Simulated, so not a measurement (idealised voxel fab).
The document below concerns the process module designated voxel capacitor over wiring.
In the cross-section labelled cut, the width is 290 nm and each square cell is 5 nm.
The cross-sections in this document take the form of a grid made of square cells. They are written out as bands, in order from top to bottom. Each band consists of one or more rows of cells.
The band entry comprises the height of the band's top followed by the height of its bottom, expressed in nm, and subsequently the band's materials from left to right, each stated together with its width in nm. Where a single material is marked with the word "full width", that material fills the band from edge to edge. The word "air" represents empty space.
The reference from which all heights are counted is 0, the level beneath which the as-received wafer is entirely one material; the lowest band, having no lower bound, proceeds downward and is written after the example "0 -> down".
Top row gets the first number, bottom row gets the second, and each row in between changes by the same step: that is how a band width like "30 to 40" works.
"no change" means the step left every cell of the cross-section as it was.
"Encapsulated voids": sealed empty spaces, 8 cells or more, no open way to top, listed width x height at distance, with distance from the left edge and width, height and distance in nm.
If you see something after the settings on a step's line, that's the simulator's own remark about that step.
On any step carrying a mask, the "overlay nm" setting, if present on the step's line, tells how far right of its planned place the mask lay; negative values point to the left.

-- Planned process steps
1 RECEIVE: material Si
2 CONFORMAL_DEP: material SiO2, thk nm 15
3 DIRECTIONAL_DEP: material TiN, thk nm 5
4 DIRECTIONAL_DEP: material W, thk nm 25
5 DIRECTIONAL_DEP: material aC, thk nm 15
6 PATTERN: tone cover, mask id METAL_1, material resist, width nm 30, pitch nm 90, thk nm 30, overlay nm 0
7 DIRECTIONAL_ETCH: etch materials aC, depth nm 15
8 STRIP: etch materials resist
9 DIRECTIONAL_ETCH: etch materials W, depth nm 25
10 DIRECTIONAL_ETCH: etch materials TiN, depth nm 5
11 STRIP: etch materials aC
12 FILL_DEP: material SiO2, thk nm 5
13 CMP: height nm 45
14 CONFORMAL_DEP: material SiCN, thk nm 5
15 DIRECTIONAL_DEP: material lowk, thk nm 20
16 MASKED_ETCH: tone open, mask id PLUG_1, width nm 15, etch materials lowk, depth nm 20, overlay nm 0
17 MASKED_ETCH: tone open, mask id PLUG_1, width nm 15, etch materials SiCN, depth nm 5, overlay nm 0
18 CONFORMAL_DEP: material TiN, thk nm 5
19 FILL_DEP: material W, thk nm 10
20 CMP: height nm 70
21 DIRECTIONAL_DEP: material TiN, thk nm 10
22 DIRECTIONAL_DEP: material Al2O3, thk nm 5
23 DIRECTIONAL_DEP: material TiN, thk nm 10
24 DIRECTIONAL_DEP: material aC, thk nm 15
25 PATTERN: tone cover, mask id UPPER_PLATE, material resist, width nm 65, thk nm 35, overlay nm 0
26 DIRECTIONAL_ETCH: etch materials aC, depth nm 15
27 STRIP: etch materials resist
28 DIRECTIONAL_ETCH: etch materials TiN, depth nm 10
29 DIRECTIONAL_ETCH: etch materials Al2O3, depth nm 5
30 STRIP: etch materials aC
31 PATTERN: tone cover, mask id LOWER_PLATE, material resist, width nm 75, thk nm 15, overlay nm 0
32 DIRECTIONAL_ETCH: etch materials TiN, depth nm 10
33 STRIP: etch materials resist
34 FILL_DEP: material SiO2, thk nm 15
35 CMP: height nm 105
36 MASKED_ETCH: tone open, mask id PLUG_2, width nm 15, etch materials SiO2, depth nm 10, overlay nm 0
37 CONFORMAL_DEP: material TiN, thk nm 5
38 FILL_DEP: material Cu, thk nm 5
39 CMP: height nm 105
40 CONFORMAL_DEP: material SiCN, thk nm 5

-- Below: the first of two wafers, run as planned

-- Cross-section of the wafer at receipt, which is the condition after step 1
> 0 -> down | Si full width
> Encapsulated voids: none

-- Step 2 complete: cross-section through the wafer
> 15 -> 0 | SiO2 full width
> Beneath the level 0, the cross-section is identical to its previous state.

-- Step 3 complete: cross-section through the wafer
> 20 -> 15 | TiN full width
> Beneath the level 15, the cross-section is identical to its previous state.

-- Step 4 complete: cross-section through the wafer
> 45 -> 20 | W full width
> Beneath the level 20, the cross-section is identical to its previous state.

-- Step 5 complete: cross-section through the wafer
> 60 -> 45 | aC full width
> Beneath the level 45, the cross-section is identical to its previous state.

-- Step 6 complete: cross-section through the wafer
> 90 -> 60 | air (85), then resist (30), then air (60), then resist (30), then air (85)
> Beneath the level 60, the cross-section is identical to its previous state.

-- Step 7 complete: cross-section through the wafer
> 75 -> 60 | air (85), then resist (30), then air (60), then resist (30), then air (85)
> 60 -> 45 | air (85), then aC (30), then air (60), then aC (30), then air (85)
> Beneath the level 45, the cross-section is identical to its previous state.

-- Step 8 complete: cross-section through the wafer
> 60 -> 45 | air (85), then aC (30), then air (60), then aC (30), then air (85)
> Beneath the level 45, the cross-section is identical to its previous state.

-- Step 9 complete: cross-section through the wafer
> 60 -> 45 | air (85), then aC (30), then air (60), then aC (30), then air (85)
> 45 -> 20 | air (85), then W (30), then air (60), then W (30), then air (85)
> Beneath the level 20, the cross-section is identical to its previous state.

-- Step 10 complete: cross-section through the wafer
> 60 -> 45 | air (85), then aC (30), then air (60), then aC (30), then air (85)
> 45 -> 20 | air (85), then W (30), then air (60), then W (30), then air (85)
> 20 -> 15 | air (85), then TiN (30), then air (60), then TiN (30), then air (85)
> Beneath the level 15, the cross-section is identical to its previous state.

-- Step 11 complete: cross-section through the wafer
> 45 -> 20 | air (85), then W (30), then air (60), then W (30), then air (85)
> Beneath the level 20, the cross-section is identical to its previous state.

-- Step 12 complete: cross-section through the wafer
> 50 -> 45 | SiO2 full width
> 45 -> 20 | SiO2 (85), then W (30), then SiO2 (60), then W (30), then SiO2 (85)
> 20 -> 15 | SiO2 (85), then TiN (30), then SiO2 (60), then TiN (30), then SiO2 (85)
> Beneath the level 15, the cross-section is identical to its previous state.

-- Step 13 complete: cross-section through the wafer
> 45 -> 20 | SiO2 (85), then W (30), then SiO2 (60), then W (30), then SiO2 (85)
> Beneath the level 20, the cross-section is identical to its previous state.

-- Step 14 complete: cross-section through the wafer
> 50 -> 45 | SiCN full width
> Beneath the level 45, the cross-section is identical to its previous state.

-- Step 15 complete: cross-section through the wafer
> 70 -> 50 | lowk full width
> Beneath the level 50, the cross-section is identical to its previous state.

-- Step 16 complete: cross-section through the wafer
> 70 -> 50 | lowk (100), then air (15), then lowk (175)
> Beneath the level 50, the cross-section is identical to its previous state.

-- Step 17 complete: cross-section through the wafer
> 70 -> 50 | lowk (100), then air (15), then lowk (175)
> 50 -> 45 | SiCN (100), then air (15), then SiCN (175)
> Beneath the level 45, the cross-section is identical to its previous state.

-- Step 18 complete: cross-section through the wafer
> 75 -> 70 | TiN (105), then air (5), then TiN (180)
> 70 -> 50 | lowk (100), then TiN (5), then air (5), then TiN (5), then lowk (175)
> 50 -> 45 | SiCN (100), then TiN (15), then SiCN (175)
> Beneath the level 45, the cross-section is identical to its previous state.

-- Step 19 complete: cross-section through the wafer
> 85 -> 75 | W full width
> 75 -> 70 | TiN (105), then W (5), then TiN (180)
> 70 -> 50 | lowk (100), then TiN (5), then W (5), then TiN (5), then lowk (175)
> Beneath the level 50, the cross-section is identical to its previous state.

-- Step 20 complete: cross-section through the wafer
> 70 -> 50 | lowk (100), then TiN (5), then W (5), then TiN (5), then lowk (175)
> Beneath the level 50, the cross-section is identical to its previous state.

-- Step 21 complete: cross-section through the wafer
> 80 -> 70 | TiN full width
> Beneath the level 70, the cross-section is identical to its previous state.

-- Step 22 complete: cross-section through the wafer
> 85 -> 80 | Al2O3 full width
> Beneath the level 80, the cross-section is identical to its previous state.

-- Step 23 complete: cross-section through the wafer
> 95 -> 85 | TiN full width
> Beneath the level 85, the cross-section is identical to its previous state.

-- Step 24 complete: cross-section through the wafer
> 110 -> 95 | aC full width
> Beneath the level 95, the cross-section is identical to its previous state.

-- Step 25 complete: cross-section through the wafer
> 145 -> 110 | air (100), then resist (65), then air (125)
> Beneath the level 110, the cross-section is identical to its previous state.

-- Step 26 complete: cross-section through the wafer
> 130 -> 110 | air (100), then resist (65), then air (125)
> 110 -> 95 | air (100), then aC (65), then air (125)
> Beneath the level 95, the cross-section is identical to its previous state.

-- Step 27 complete: cross-section through the wafer
> 110 -> 95 | air (100), then aC (65), then air (125)
> Beneath the level 95, the cross-section is identical to its previous state.

-- Step 28 complete: cross-section through the wafer
> 110 -> 95 | air (100), then aC (65), then air (125)
> 95 -> 85 | air (100), then TiN (65), then air (125)
> Beneath the level 85, the cross-section is identical to its previous state.

-- Step 29 complete: cross-section through the wafer
> 110 -> 95 | air (100), then aC (65), then air (125)
> 95 -> 85 | air (100), then TiN (65), then air (125)
> 85 -> 80 | air (100), then Al2O3 (65), then air (125)
> Beneath the level 80, the cross-section is identical to its previous state.

-- Step 30 complete: cross-section through the wafer
> 95 -> 85 | air (100), then TiN (65), then air (125)
> Beneath the level 85, the cross-section is identical to its previous state.

-- Step 31 complete: cross-section through the wafer
> 110 -> 95 | air (95), then resist (75), then air (120)
> 95 -> 85 | air (95), then resist (5), then TiN (65), then resist (5), then air (120)
> 85 -> 80 | air (95), then resist (5), then Al2O3 (65), then resist (5), then air (120)
> Beneath the level 80, the cross-section is identical to its previous state.

-- Step 32 complete: cross-section through the wafer
> 110 -> 95 | air (95), then resist (75), then air (120)
> 95 -> 85 | air (95), then resist (5), then TiN (65), then resist (5), then air (120)
> 85 -> 80 | air (95), then resist (5), then Al2O3 (65), then resist (5), then air (120)
> 80 -> 70 | air (95), then TiN (75), then air (120)
> Beneath the level 70, the cross-section is identical to its previous state.

-- Step 33 complete: cross-section through the wafer
> 95 -> 85 | air (100), then TiN (65), then air (125)
> 85 -> 80 | air (100), then Al2O3 (65), then air (125)
> Beneath the level 80, the cross-section is identical to its previous state.

-- Step 34 complete: cross-section through the wafer
> 110 -> 95 | SiO2 full width
> 95 -> 85 | SiO2 (100), then TiN (65), then SiO2 (125)
> 85 -> 80 | SiO2 (100), then Al2O3 (65), then SiO2 (125)
> 80 -> 70 | SiO2 (95), then TiN (75), then SiO2 (120)
> Beneath the level 70, the cross-section is identical to its previous state.

-- Step 35 complete: cross-section through the wafer
> 105 -> 95 | SiO2 full width
> Beneath the level 95, the cross-section is identical to its previous state.

-- Step 36 complete: cross-section through the wafer
> 105 -> 95 | SiO2 (110), then air (15), then SiO2 (165)
> Beneath the level 95, the cross-section is identical to its previous state.

-- Step 37 complete: cross-section through the wafer
> 110 -> 105 | TiN (115), then air (5), then TiN (170)
> 105 -> 100 | SiO2 (110), then TiN (5), then air (5), then TiN (5), then SiO2 (165)
> 100 -> 95 | SiO2 (110), then TiN (15), then SiO2 (165)
> Beneath the level 95, the cross-section is identical to its previous state.

-- Step 38 complete: cross-section through the wafer
> 115 -> 110 | Cu full width
> 110 -> 105 | TiN (115), then Cu (5), then TiN (170)
> 105 -> 100 | SiO2 (110), then TiN (5), then Cu (5), then TiN (5), then SiO2 (165)
> Beneath the level 100, the cross-section is identical to its previous state.

-- Step 39 complete: cross-section through the wafer
> 105 -> 100 | SiO2 (110), then TiN (5), then Cu (5), then TiN (5), then SiO2 (165)
> Beneath the level 100, the cross-section is identical to its previous state.

-- Step 40 complete: cross-section through the wafer
> 110 -> 105 | SiCN full width
> Beneath the level 105, the cross-section is identical to its previous state.

-- Wafer two of two - same starting point, same process plan, one mistake in execution; matches wafer one up to and including step 14

-- Cross-section of the second wafer when, according to plan, step 15 should have finished
> 60 -> 50 | lowk full width
> Beneath the level 50, the cross-section is identical to its previous state.

-- Cross-section of the second wafer when, according to plan, step 16 should have finished
> 60 -> 50 | lowk (100), then air (15), then lowk (175)
> Beneath the level 50, the cross-section is identical to its previous state.

-- Cross-section of the second wafer when, according to plan, step 17 should have finished
> 60 -> 50 | lowk (100), then air (15), then lowk (175)
> 50 -> 45 | SiCN (100), then air (15), then SiCN (175)
> Beneath the level 45, the cross-section is identical to its previous state.

-- Cross-section of the second wafer when, according to plan, step 18 should have finished
> 65 -> 60 | TiN (105), then air (5), then TiN (180)
> 60 -> 50 | lowk (100), then TiN (5), then air (5), then TiN (5), then lowk (175)
> 50 -> 45 | SiCN (100), then TiN (15), then SiCN (175)
> Beneath the level 45, the cross-section is identical to its previous state.

-- Cross-section of the second wafer when, according to plan, step 19 should have finished
> 75 -> 65 | W full width
> 65 -> 60 | TiN (105), then W (5), then TiN (180)
> 60 -> 50 | lowk (100), then TiN (5), then W (5), then TiN (5), then lowk (175)
> Beneath the level 50, the cross-section is identical to its previous state.

-- Cross-section of the second wafer when, according to plan, step 20 should have finished
> 70 -> 65 | W full width
> Beneath the level 65, the cross-section is identical to its previous state.

-- Cross-section of the second wafer when, according to plan, step 21 should have finished
> 80 -> 70 | TiN full width
> Beneath the level 70, the cross-section is identical to its previous state.

-- Cross-section of the second wafer when, according to plan, step 22 should have finished
> 85 -> 80 | Al2O3 full width
> Beneath the level 80, the cross-section is identical to its previous state.

-- Cross-section of the second wafer when, according to plan, step 23 should have finished
> 95 -> 85 | TiN full width
> Beneath the level 85, the cross-section is identical to its previous state.

-- Cross-section of the second wafer when, according to plan, step 24 should have finished
> 110 -> 95 | aC full width
> Beneath the level 95, the cross-section is identical to its previous state.

-- Cross-section of the second wafer when, according to plan, step 25 should have finished
> 145 -> 110 | air (100), then resist (65), then air (125)
> Beneath the level 110, the cross-section is identical to its previous state.

-- Cross-section of the second wafer when, according to plan, step 26 should have finished
> 130 -> 110 | air (100), then resist (65), then air (125)
> 110 -> 95 | air (100), then aC (65), then air (125)
> Beneath the level 95, the cross-section is identical to its previous state.

-- Cross-section of the second wafer when, according to plan, step 27 should have finished
> 110 -> 95 | air (100), then aC (65), then air (125)
> Beneath the level 95, the cross-section is identical to its previous state.

-- Cross-section of the second wafer when, according to plan, step 28 should have finished
> 110 -> 95 | air (100), then aC (65), then air (125)
> 95 -> 85 | air (100), then TiN (65), then air (125)
> Beneath the level 85, the cross-section is identical to its previous state.

-- Cross-section of the second wafer when, according to plan, step 29 should have finished
> 110 -> 95 | air (100), then aC (65), then air (125)
> 95 -> 85 | air (100), then TiN (65), then air (125)
> 85 -> 80 | air (100), then Al2O3 (65), then air (125)
> Beneath the level 80, the cross-section is identical to its previous state.

-- Cross-section of the second wafer when, according to plan, step 30 should have finished
> 95 -> 85 | air (100), then TiN (65), then air (125)
> Beneath the level 85, the cross-section is identical to its previous state.

-- Cross-section of the second wafer when, according to plan, step 31 should have finished
> 110 -> 95 | air (95), then resist (75), then air (120)
> 95 -> 85 | air (95), then resist (5), then TiN (65), then resist (5), then air (120)
> 85 -> 80 | air (95), then resist (5), then Al2O3 (65), then resist (5), then air (120)
> Beneath the level 80, the cross-section is identical to its previous state.

-- Cross-section of the second wafer when, according to plan, step 32 should have finished
> 110 -> 95 | air (95), then resist (75), then air (120)
> 95 -> 85 | air (95), then resist (5), then TiN (65), then resist (5), then air (120)
> 85 -> 80 | air (95), then resist (5), then Al2O3 (65), then resist (5), then air (120)
> 80 -> 70 | air (95), then TiN (75), then air (120)
> Beneath the level 70, the cross-section is identical to its previous state.

-- Cross-section of the second wafer when, according to plan, step 33 should have finished
> 95 -> 85 | air (100), then TiN (65), then air (125)
> 85 -> 80 | air (100), then Al2O3 (65), then air (125)
> Beneath the level 80, the cross-section is identical to its previous state.

-- Cross-section of the second wafer when, according to plan, step 34 should have finished
> 110 -> 95 | SiO2 full width
> 95 -> 85 | SiO2 (100), then TiN (65), then SiO2 (125)
> 85 -> 80 | SiO2 (100), then Al2O3 (65), then SiO2 (125)
> 80 -> 70 | SiO2 (95), then TiN (75), then SiO2 (120)
> Beneath the level 70, the cross-section is identical to its previous state.

-- Cross-section of the second wafer when, according to plan, step 35 should have finished
> 105 -> 95 | SiO2 full width
> Beneath the level 95, the cross-section is identical to its previous state.

-- Cross-section of the second wafer when, according to plan, step 36 should have finished
> 105 -> 95 | SiO2 (110), then air (15), then SiO2 (165)
> Beneath the level 95, the cross-section is identical to its previous state.

-- Cross-section of the second wafer when, according to plan, step 37 should have finished
> 110 -> 105 | TiN (115), then air (5), then TiN (170)
> 105 -> 100 | SiO2 (110), then TiN (5), then air (5), then TiN (5), then SiO2 (165)
> 100 -> 95 | SiO2 (110), then TiN (15), then SiO2 (165)
> Beneath the level 95, the cross-section is identical to its previous state.

-- Cross-section of the second wafer when, according to plan, step 38 should have finished
> 115 -> 110 | Cu full width
> 110 -> 105 | TiN (115), then Cu (5), then TiN (170)
> 105 -> 100 | SiO2 (110), then TiN (5), then Cu (5), then TiN (5), then SiO2 (165)
> Beneath the level 100, the cross-section is identical to its previous state.

-- Cross-section of the second wafer when, according to plan, step 39 should have finished
> 105 -> 100 | SiO2 (110), then TiN (5), then Cu (5), then TiN (5), then SiO2 (165)
> Beneath the level 100, the cross-section is identical to its previous state.

-- Cross-section of the second wafer when, according to plan, step 40 should have finished
> 110 -> 105 | SiCN full width
> Beneath the level 105, the cross-section is identical to its previous state.
Where did the run depart from the plan? so step 15 ended up running with a different setting than we planned, it ran as DIRECTIONAL_DEP: material lowk, thk nm 10
Upon completion, the second wafer contains, in terms of cells, a greater or smaller amount of certain materials than the first wafer: TiN +53 | W +57 | lowk -110
